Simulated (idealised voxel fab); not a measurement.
Title: Process Module voxel plated lines
Pictured: cross-section cut, 195 nm wide, on a grid of 5 nm square cells.
For the purposes of this document, a cross-section shall be understood as a grid of square cells, specified as bands listed in top-to-bottom order, each band consisting of one or more rows of cells.
This entry defines a band. It first specifies the height of the band's top and the height of its bottom in nm, and then specifies the band's materials from left to right, stating each material with its width in nm. The word "throughout" identifies a single material that fills the band from edge to edge, while the word "empty" identifies empty space.
Height reference: 0 = level under which incoming wafer is all one material. Lowest band: no bottom, runs on downward, e.g. "0 nm and below".
When a width is written as two numbers, as in "30..40", the first number is the width in the top row of cells of the band and the second is the width in its bottom row, and the width changes by the same amount from each row to the next.
Reading "no alteration" for a step: not a cell of the cross-section changed in it.
"Closed empty spaces" contains a list of empty spaces, each no smaller than 8 cells and without an open way to the top, written in the form width x height at distance with the distance from the left edge and all three in nm.
Where a step's line continues beyond its settings, the continuation is a remark by the simulator itself on that step.
overlay nm: for a step with a mask, the amount by which the mask lay right of where it was planned; a negative amount means left of it.

## Process steps foreseen in the plan
1,RECEIVE with material Si
2,CONFORMAL_DEP with material SiN, thk nm 10
3,DIRECTIONAL_DEP with material TiN, thk nm 5
4,PATTERN with tone open, mask id LINES, material resist, width nm 20, pitch nm 40, thk nm 15, overlay nm 0
5,EPI with material Ru, thk nm 5
6,STRIP with etch materials resist
7,DIRECTIONAL_ETCH with etch materials TiN, depth nm 5
8,CONFORMAL_DEP with material SiCN, thk nm 10

## First of the two wafers, run per plan

## Wafer at receipt (post step 1), cross-section
	0 nm and below | Si throughout
	Closed empty spaces: none

## Wafer after step 2 (cross-section)
	10 nm to 0 nm | SiN throughout
	Below 0, no change.

## Wafer after step 3 (cross-section)
	15 nm to 10 nm | TiN throughout
	Below 10, no change.

## Wafer after step 4 (cross-section)
	30 nm to 15 nm | resist (45); empty (20); resist (20); empty (20); resist (20); empty (20); resist (50)
	Below 15, no change.

## Wafer after step 5 (cross-section)
	30 nm to 20 nm | resist (45); empty (20); resist (20); empty (20); resist (20); empty (20); resist (50)
	20 nm to 15 nm | resist (45); Ru (20); resist (20); Ru (20); resist (20); Ru (20); resist (50)
	Below 15, no change.

## Wafer after step 6 (cross-section)
	20 nm to 15 nm | empty (45); Ru (20); empty (20); Ru (20); empty (20); Ru (20); empty (50)
	Below 15, no change.

## Wafer after step 7 (cross-section)
	20 nm to 15 nm | empty (45); Ru (20); empty (20); Ru (20); empty (20); Ru (20); empty (50)
	15 nm to 10 nm | empty (45); TiN (20); empty (20); TiN (20); empty (20); TiN (20); empty (50)
	Below 10, no change.

## Wafer after step 8 (cross-section)
	30 nm to 20 nm | empty (35); SiCN (120); empty (40)
	20 nm to 15 nm | SiCN (45); Ru (20); SiCN (20); Ru (20); SiCN (20); Ru (20); SiCN (50)
	15 nm to 10 nm | SiCN (45); TiN (20); SiCN (20); TiN (20); SiCN (20); TiN (20); SiCN (50)
	Below 10, no change.

## Now the other wafer: same start, same recipe, but we messed up one thing when running it. Up to and including step 5 it's the same as the first one

## Second wafer, sectioned view, at step 6's planned end time
	20 nm to 15 nm | empty (45); Ru (20); empty (20); Ru (20); empty (20); Ru (20); empty (50)
	Below 15, no change.

## Second wafer, sectioned view, at step 7's planned end time
	20 nm to 15 nm | empty (45); Ru (20); empty (20); Ru (20); empty (20); Ru (20); empty (50)
	15 nm to 10 nm | empty (45); TiN (20); empty (20); TiN (20); empty (20); TiN (20); empty (50)
	Below 10, no change.

## Second wafer, sectioned view, at step 8's planned end time
	30 nm to 20 nm | empty (35); SiCN (120); empty (40)
	20 nm to 15 nm | SiCN (45); Ru (20); SiCN (20); Ru (20); SiCN (20); Ru (20); SiCN (50)
	15 nm to 10 nm | SiCN (45); TiN (20); SiCN (20); TiN (20); SiCN (20); TiN (20); SiCN (50)
	Below 10, no change.
What went wrong in running the wafer? step 6, plan: ran twice
Final cross-sections of the two wafers are identical, so the mistake has no effect on what this model computes.
